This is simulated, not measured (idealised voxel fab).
A process module follows: voxel wiring stack.
155 nm wide, 5 nm square cells: that's cross-section cut.
Reading order for cross-sections: top band down to bottom band. Underlying form: a grid of square cells. Band size: one or more rows of cells. This entry defines a band. It first specifies the height of the band's top and the height of its bottom in nm, and then specifies the band's materials from left to right, stating each material with its width in nm. The word "everywhere" identifies a single material that fills the band from edge to edge, while the word "empty" identifies empty space. Measure heights from 0. That's the level where, below it, the as-received wafer is all one material. The lowest band is bottomless and extends downward; write it as in "0..down". The two numbers in a width such as "30..40" mark its ends across the band: the first belongs to the top row of cells, the second to the bottom row, and from each row to the next the width moves by the same amount. Where the words "nothing different" appear for a step, the cross-section shows no cell changed by that step; every cell remained as before. In "Unvented cavities" the enclosed voids are listed, meaning empty spaces of 8 cells or larger without any opening to the top. The form is width x height at distance, distance from the left edge, units nm. Note: text after step settings on the step line = simulator remark on that step. "overlay nm", when on a step's line for a step with a mask, measures how far to the right of its planned place the mask lay; a negative measure means to the left.

**Listed below are the process steps as planned**
1. RECEIVE,material Si
2. CONFORMAL_DEP,material SiO2,thk nm 10
3. DIRECTIONAL_DEP,material TiN,thk nm 5
4. DIRECTIONAL_DEP,material Ru,thk nm 25
5. PATTERN,tone cover,mask id METAL_1,material resist,width nm 30,pitch nm 45,thk nm 20,overlay nm 0
6. DIRECTIONAL_ETCH,etch materials Ru,depth nm 25
7. DIRECTIONAL_ETCH,etch materials TiN,depth nm 5
8. STRIP,etch materials resist
9. CONFORMAL_DEP,material SiN,thk nm 5
10. FILL_DEP,material SiO2,thk nm 5
11. CMP,height nm 40
12. CONFORMAL_DEP,material SiCN,thk nm 5
13. DIRECTIONAL_DEP,material SiO2,thk nm 30
14. DIRECTIONAL_DEP,material aC,thk nm 10
15. PATTERN,tone open,mask id METAL_2_HOLES,material resist,width nm 15,pitch nm 45,thk nm 25,overlay nm 0
16. DIRECTIONAL_ETCH,etch materials aC,depth nm 10
17. STRIP,etch materials resist
18. DIRECTIONAL_ETCH,etch materials SiO2,depth nm 30
19. STRIP,etch materials aC
20. DIRECTIONAL_DEP,material aC,thk nm 15
21. PATTERN,tone open,mask id METAL_2,material resist,width nm 30,pitch nm 45,thk nm 35,overlay nm 0
22. DIRECTIONAL_ETCH,etch materials aC,depth nm 15
23. STRIP,etch materials resist
24. DIRECTIONAL_ETCH,etch materials SiO2,depth nm 15
25. DIRECTIONAL_ETCH,etch materials SiCN,depth nm 5
26. STRIP,etch materials aC
27. CONFORMAL_DEP,material TiN,thk nm 5
28. FILL_DEP,material Cu,thk nm 5
29. CMP,height nm 75
30. CONFORMAL_DEP,material SiCN,thk nm 5
31. DIRECTIONAL_DEP,material lowk,thk nm 10
32. DIRECTIONAL_DEP,material aC,thk nm 15
33. PATTERN,tone open,mask id PLUG_2,material resist,width nm 15,pitch nm 45,thk nm 30,overlay nm 0
34. DIRECTIONAL_ETCH,etch materials aC,depth nm 15
35. STRIP,etch materials resist
36. DIRECTIONAL_ETCH,etch materials lowk,depth nm 10
37. DIRECTIONAL_ETCH,etch materials SiCN,depth nm 5
38. STRIP,etch materials aC
39. CONFORMAL_DEP,material TiN,thk nm 5
40. FILL_DEP,material Cu,thk nm 5
41. CMP,height nm 90
42. DIRECTIONAL_DEP,material TiN,thk nm 5
43. DIRECTIONAL_DEP,material W,thk nm 20
44. DIRECTIONAL_DEP,material aC,thk nm 15
45. PATTERN,tone cover,mask id METAL_3,material resist,width nm 30,pitch nm 45,thk nm 30,overlay nm 0
46. DIRECTIONAL_ETCH,etch materials aC,depth nm 15
47. STRIP,etch materials resist
48. DIRECTIONAL_ETCH,etch materials W,depth nm 20
49. DIRECTIONAL_ETCH,etch materials TiN,depth nm 5
50. STRIP,etch materials aC
51. CONFORMAL_DEP,material SiN,thk nm 5
52. FILL_DEP,material lowk,thk nm 5
53. CMP,height nm 115
54. CONFORMAL_DEP,material SiN,thk nm 5

**Cross-section of the wafer as it came to us, i.e., already through step 1**
> 0..down  Si everywhere
> Unvented cavities: none

**Here's the wafer cut in cross-section after the module, started and planned just like above, except one thing was done wrong in the run**
> 120..115  SiN everywhere
> 115..95  lowk 10 nm, SiN 5 nm, W 30 nm, SiN 5 nm, lowk 5 nm, SiN 5 nm, W 30 nm, SiN 5 nm, lowk 5 nm, SiN 5 nm, W 30 nm, SiN 5 nm, lowk 15 nm
> 95..90  SiN 15 nm, TiN 30 nm, SiN 15 nm, TiN 30 nm, SiN 15 nm, TiN 30 nm, SiN 20 nm
> 90..80  lowk 15 nm, TiN 5 nm, Cu 5 nm, TiN 5 nm, lowk 30 nm, TiN 5 nm, Cu 5 nm, TiN 5 nm, lowk 30 nm, TiN 5 nm, Cu 5 nm, TiN 5 nm, lowk 35 nm
> 80..75  SiCN 15 nm, TiN 15 nm, SiCN 30 nm, TiN 15 nm, SiCN 30 nm, TiN 15 nm, SiCN 35 nm
> 75..45  Ru everywhere
> 45..40  SiCN everywhere
> 40..15  SiO2 10 nm, SiN 5 nm, Ru 30 nm, SiN 5 nm, SiO2 5 nm, SiN 5 nm, Ru 30 nm, SiN 5 nm, SiO2 5 nm, SiN 5 nm, Ru 30 nm, SiN 5 nm, SiO2 15 nm
> 15..10  SiN 15 nm, TiN 30 nm, SiN 15 nm, TiN 30 nm, SiN 15 nm, TiN 30 nm, SiN 20 nm
> 10..0  SiO2 everywhere
> 0..down  Si everywhere
> Unvented cavities: none
What was the processing mistake? contrary to plan, step 13 was performed as DIRECTIONAL_DEP,material Ru,thk nm 30
